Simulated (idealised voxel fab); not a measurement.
You're looking at the process module voxel capacitor over wiring.
cross-section cut | 210 nm wide | cells 5 nm
Notation: cross-section as square-cell grid; stated in bands, top first, going down; one or more cell rows per band.
Band entry format. Leading values: height of top, height of bottom, nm. Remainder: materials in left-to-right order, each with its width in nm. Special words: "everywhere" on a single material, which then fills the band edge to edge; "empty", empty space.
Heights are measured from 0, the level below which the as-received wafer is all one material; the lowest band has no bottom and continues downward, written as in "0 and below".
It should be noted that a width expressed as "30->40" varies in equal increments from row to row of cells within the band, taking the value of the first number at the top row and that of the second number at the bottom row.
Key: "nothing got changed" - step with no changed cell in the cross-section.
Entry "Unvented cavities" = empty spaces >= 8 cells with no open way to the top; each as width x height at distance, distance from left edge, all nm.
Whatever follows a step's settings on its line is a remark the simulator itself makes about that step.
When a step includes a mask, the "overlay nm" setting on its line states how far to the right of its planned place that mask lay, and negative values state how far to the left.
[So here's the lineup of process steps we planned]
1 RECEIVE with material Si
2 CONFORMAL_DEP with material SiO2, thk nm 15
3 DIRECTIONAL_DEP with material TiN, thk nm 5
4 DIRECTIONAL_DEP with material W, thk nm 25
5 MASKED_ETCH with tone cover, mask id METAL_1, width nm 20, pitch nm 80, etch materials W, depth nm 25, overlay nm 0
6 MASKED_ETCH with tone cover, mask id METAL_1, width nm 20, pitch nm 80, etch materials TiN, depth nm 5, overlay nm 0
7 CONFORMAL_DEP with material SiN, thk nm 5
8 FILL_DEP with material lowk, thk nm 5
9 CMP with height nm 45
10 CONFORMAL_DEP with material SiCN, thk nm 5
11 DIRECTIONAL_DEP with material SiO2, thk nm 10
12 MASKED_ETCH with tone open, mask id PLUG_1, width nm 15, etch materials SiO2, depth nm 10, overlay nm 0
13 MASKED_ETCH with tone open, mask id PLUG_1, width nm 15, etch materials SiCN, depth nm 5, overlay nm 0
14 CONFORMAL_DEP with material TiN, thk nm 5
15 FILL_DEP with material Cu, thk nm 5
16 CMP with height nm 60
17 DIRECTIONAL_DEP with material TiN, thk nm 5
18 DIRECTIONAL_DEP with material Al2O3, thk nm 5
19 DIRECTIONAL_DEP with material TiN, thk nm 10
20 DIRECTIONAL_DEP with material aC, thk nm 10
21 PATTERN with tone cover, mask id UPPER_PLATE, material resist, width nm 65, thk nm 25, overlay nm 0
22 DIRECTIONAL_ETCH with etch materials aC, depth nm 10
23 STRIP with etch materials resist
24 DIRECTIONAL_ETCH with etch materials TiN, depth nm 10
25 DIRECTIONAL_ETCH with etch materials Al2O3, depth nm 5
26 STRIP with etch materials aC
27 DIRECTIONAL_DEP with material aC, thk nm 10
28 PATTERN with tone cover, mask id LOWER_PLATE, material resist, width nm 75, thk nm 30, overlay nm 0
29 DIRECTIONAL_ETCH with etch materials aC, depth nm 10
30 STRIP with etch materials resist
31 DIRECTIONAL_ETCH with etch materials TiN, depth nm 5
32 STRIP with etch materials aC
33 FILL_DEP with material SiO2, thk nm 20
34 CMP with height nm 95
35 MASKED_ETCH with tone open, mask id PLUG_2, width nm 15, etch materials SiO2, depth nm 15, overlay nm 0
36 CONFORMAL_DEP with material TiN, thk nm 5
37 FILL_DEP with material Ru, thk nm 5
38 CMP with height nm 95
39 CONFORMAL_DEP with material SiCN, thk nm 5
The value of thk nm given for step 39 in the plan refers to the first wafer; the wafers vary in this setting and are alike at the start.
[Incoming state of the first of several wafers in cross-section: after step 1]
	0 and below = Si everywhere
	Unvented cavities: none
[End of module: cross-section of the first of several wafers after step 39, the last step]
	100 down to 95 = SiCN everywhere
	95 down to 85 = 70 SiO2, then 5 TiN, then 5 Ru, then 5 TiN, then 125 SiO2
	85 down to 80 = 70 SiO2, then 15 TiN, then 125 SiO2
	80 down to 70 = 60 SiO2, then 65 TiN, then 85 SiO2
	70 down to 65 = 60 SiO2, then 65 Al2O3, then 85 SiO2
	65 down to 60 = 55 SiO2, then 75 TiN, then 80 SiO2
	60 down to 50 = 60 SiO2, then 5 TiN, then 5 Cu, then 5 TiN, then 135 SiO2
	50 down to 45 = 60 SiCN, then 15 TiN, then 135 SiCN
	45 down to 20 = 50 lowk, then 5 SiN, then 20 W, then 5 SiN, then 50 lowk, then 5 SiN, then 20 W, then 5 SiN, then 50 lowk
	20 down to 15 = 55 SiN, then 20 TiN, then 60 SiN, then 20 TiN, then 55 SiN
	15 down to 0 = SiO2 everywhere
	0 and below = Si everywhere
	Unvented cavities: none
[Cross-section of the last wafer at end of module]
	115 down to 95 = SiCN everywhere
	95 down to 85 = 70 SiO2, then 5 TiN, then 5 Ru, then 5 TiN, then 125 SiO2
	85 down to 80 = 70 SiO2, then 15 TiN, then 125 SiO2
	80 down to 70 = 60 SiO2, then 65 TiN, then 85 SiO2
	70 down to 65 = 60 SiO2, then 65 Al2O3, then 85 SiO2
	65 down to 60 = 55 SiO2, then 75 TiN, then 80 SiO2
	60 down to 50 = 60 SiO2, then 5 TiN, then 5 Cu, then 5 TiN, then 135 SiO2
	50 down to 45 = 60 SiCN, then 15 TiN, then 135 SiCN
	45 down to 20 = 50 lowk, then 5 SiN, then 20 W, then 5 SiN, then 50 lowk, then 5 SiN, then 20 W, then 5 SiN, then 50 lowk
	20 down to 15 = 55 SiN, then 20 TiN, then 60 SiN, then 20 TiN, then 55 SiN
	15 down to 0 = SiO2 everywhere
	0 and below = Si everywhere
	Unvented cavities: none
[Per-wafer rows below. For each material: cells gained (+) or lost (-) since the wafer was received, as of end of module. Then: closed voids]
thk nm 5 | +13 Al2O3 | +2 Cu | +2 Ru | +81 SiCN | +54 SiN | +435 SiO2 | +63 TiN | +40 W | +150 lowk | Unvented cavities: none
thk nm 10 | +13 Al2O3 | +2 Cu | +2 Ru | +123 SiCN | +54 SiN | +435 SiO2 | +63 TiN | +40 W | +150 lowk | Unvented cavities: none
thk nm 15 | +13 Al2O3 | +2 Cu | +2 Ru | +165 SiCN | +54 SiN | +435 SiO2 | +63 TiN | +40 W | +150 lowk | Unvented cavities: none
thk nm 20 | +13 Al2O3 | +2 Cu | +2 Ru | +207 SiCN | +54 SiN | +435 SiO2 | +63 TiN | +40 W | +150 lowk | Unvented cavities: none
